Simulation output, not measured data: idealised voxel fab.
process module | voxel air gaps
cross-section cut | 185 nm wide | cells 5 nm
A cross-section is a grid of square cells, given in bands from the top down. A band is one or more rows of cells.
Each band's line starts with the height of the band's top and of its bottom, in nm. Then come its materials from left to right, each with its width in nm. One material with "throughout" fills the band from edge to edge. "air" is empty space.
Height 0 is the level under which the wafer as received is all one material. The lowest band goes on downwards, as in "0 down".
A width such as "30 to 40" changes by the same amount from each row of cells to the next, from the band's top row to its bottom row.
"no change" after a step means that no cell of the cross-section changed.
closed voids: empty space of 8 cells or more with no open way to the top, each as width x height at its distance from the left edge, in nm
after a step's settings: what the simulator itself notes on the step
overlay nm, on a step with a mask: how far to the right of its planned place the mask lay; to the left if negative
plan
1 op RECEIVE | material Si
2 op CONFORMAL_DEP | material SiO2 | thk nm 15
3 op CONFORMAL_DEP | material SiCN | thk nm 5
4 op DIRECTIONAL_DEP | material lowk | thk nm 40
5 op DIRECTIONAL_DEP | material aC | thk nm 10
6 op PATTERN | tone open | mask id LINES | material resist | width nm 20 | pitch nm 45 | thk nm 30 | overlay nm 0
7 op DIRECTIONAL_ETCH | etch materials aC | depth nm 10
8 op STRIP | etch materials resist
9 op DIRECTIONAL_ETCH | etch materials lowk | depth nm 40
10 op STRIP | etch materials aC
11 op CONFORMAL_DEP | material TiN | thk nm 5
12 op FILL_DEP | material Cu | thk nm 10
13 op CMP | height nm 60
14 op EPI | material Ru | thk nm 10
15 op SELECTIVE_ETCH | etch materials lowk | depth nm 50
16 op CONFORMAL_DEP | material SiCN | thk nm 5
as received, after step 1
  0 down: Si throughout
  closed voids: none
a wafer at the end: this start, this plan, one mistake
  75 to 70: air 25 | SiCN 140 | air 20
  70 to 60: air 25 | SiCN 5 | Ru 40 | SiCN 5 | Ru 40 | SiCN 5 | Ru 40 | SiCN 5 | air 20
  60 to 55: air 25 | SiCN 15 | TiN 5 | Cu 10 | TiN 5 | SiCN 25 | TiN 5 | Cu 10 | TiN 5 | SiCN 25 | TiN 5 | Cu 10 | TiN 5 | SiCN 15 | air 20
  55 to 25: air 35 | SiCN 5 | TiN 5 | Cu 10 | TiN 5 | SiCN 5 | air 15 | SiCN 5 | TiN 5 | Cu 10 | TiN 5 | SiCN 5 | air 15 | SiCN 5 | TiN 5 | Cu 10 | TiN 5 | SiCN 5 | air 30
  25 to 20: SiCN 40 | TiN 20 | SiCN 25 | TiN 20 | SiCN 25 | TiN 20 | SiCN 35
  20 to 15: SiCN throughout
  15 to 0: SiO2 throughout
  0 down: Si throughout
  closed voids: 15 x 30 at 65; 15 x 30 at 110
what went wrong: step 6 ran as: op PATTERN | tone open | mask id LINES | material resist | width nm 20 | pitch nm 45 | thk nm 30 | overlay nm 5
